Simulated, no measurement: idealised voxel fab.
Process module name: voxel self aligned vias
This is section cut - it's 200 nm across, gridded in 5 nm square cells.
A cross-section is written here as square cells arranged in a grid, and it is given in bands from the top down, each band taking up one or more rows of cells.
Heights first: top, then bottom, in nm. Then materials, left to right, each with a width in nm. "throughout" on a single material: fills the band edge to edge. "air": empty space.
Measure heights from 0. That's the level where, below it, the as-received wafer is all one material. The lowest band is bottomless and extends downward; write it as in "0 down".
The expression "30->40" gives the width at the extremes of the band, the first number at its top row of cells and the second at its bottom row, with the width changing by equal amounts from each row to the next in between.
"all unchanged" -> step changed no cross-section cell.
Entry "Closed void register" = empty spaces >= 8 cells with no open way to the top; each as width x height at distance, distance from left edge, all nm.
Formally, on a step line, whatever follows the settings is a remark that the simulator itself makes on the step.
overlay nm: right-of-plan distance of the mask on a masked step; negative values mean left-of-plan.
INTENDED PROCESS STEPS
- 1: RECEIVE, material Si
- 2: CONFORMAL_DEP, material SiO2, thk nm 10
- 3: CONFORMAL_DEP, material SiCN, thk nm 5
- 4: DIRECTIONAL_DEP, material SiO2, thk nm 20
- 5: MASKED_ETCH, tone open, mask id LINES, width nm 30, pitch nm 75, etch materials SiO2, depth nm 20, overlay nm 0
- 6: CONFORMAL_DEP, material TiN, thk nm 5
- 7: FILL_DEP, material Ru, thk nm 5
- 8: CMP, height nm 35
- 9: SELECTIVE_ETCH, etch materials W Ru TiN, depth nm 5
- 10: FILL_DEP, material SiN, thk nm 5
- 11: CMP, height nm 35
- 12: DIRECTIONAL_DEP, material SiO2, thk nm 20
- 13: MASKED_ETCH, tone open, mask id VIAS, width nm 50, pitch nm 75, etch materials SiO2, depth nm 20, overlay nm 0
- 14: MASKED_ETCH, tone open, mask id VIAS, width nm 50, pitch nm 75, etch materials SiN, depth nm 5, overlay nm 0
- 15: CONFORMAL_DEP, material TiN, thk nm 5
- 16: FILL_DEP, material W, thk nm 5
- 17: CMP, height nm 55
- 18: CONFORMAL_DEP, material SiN, thk nm 5
AS RECEIVED (POST STEP 1): CROSS-SECTION
	0 down = Si throughout
	Closed void register: none
FIRST OF TWO WAFERS: CROSS-SECTION AT END OF MODULE, RUN PER PLAN
	60 to 55 = SiN throughout
	55 to 40 = SiO2 35 nm, then TiN 5 nm, then W 40 nm, then TiN 5 nm, then SiO2 25 nm, then TiN 5 nm, then W 40 nm, then TiN 5 nm, then SiO2 40 nm
	40 to 35 = SiO2 35 nm, then TiN 15 nm, then W 20 nm, then TiN 15 nm, then SiO2 25 nm, then TiN 15 nm, then W 20 nm, then TiN 15 nm, then SiO2 40 nm
	35 to 30 = SiO2 45 nm, then TiN 30 nm, then SiO2 45 nm, then TiN 30 nm, then SiO2 50 nm
	30 to 20 = SiO2 45 nm, then TiN 5 nm, then Ru 20 nm, then TiN 5 nm, then SiO2 45 nm, then TiN 5 nm, then Ru 20 nm, then TiN 5 nm, then SiO2 50 nm
	20 to 15 = SiO2 45 nm, then TiN 30 nm, then SiO2 45 nm, then TiN 30 nm, then SiO2 50 nm
	15 to 10 = SiCN throughout
	10 to 0 = SiO2 throughout
	0 down = Si throughout
	Closed void register: none
END-OF-MODULE CROSS-SECTION OF THE SECOND WAFER: IDENTICAL STARTING POINT AND PROCESS PLAN TO THE FIRST, WITH ONE PROCESSING MISTAKE
	60 to 55 = SiN throughout
	55 to 35 = SiO2 35 nm, then TiN 5 nm, then W 40 nm, then TiN 5 nm, then SiO2 25 nm, then TiN 5 nm, then W 40 nm, then TiN 5 nm, then SiO2 40 nm
	35 to 30 = SiO2 35 nm, then TiN 50 nm, then SiO2 25 nm, then TiN 50 nm, then SiO2 40 nm
	30 to 20 = SiO2 35 nm, then TiN 15 nm, then Ru 20 nm, then TiN 15 nm, then SiO2 25 nm, then TiN 15 nm, then Ru 20 nm, then TiN 15 nm, then SiO2 40 nm
	20 to 15 = SiO2 35 nm, then TiN 50 nm, then SiO2 25 nm, then TiN 50 nm, then SiO2 40 nm
	15 to 10 = SiCN throughout
	10 to 0 = SiO2 throughout
	0 down = Si throughout
	Closed void register: none
Short version of what went wrong: plan step 13 was twice executed
Final difference in cells, second wafer against first, listed per material as more or fewer: SiO2 -32 | TiN +24 | W +8
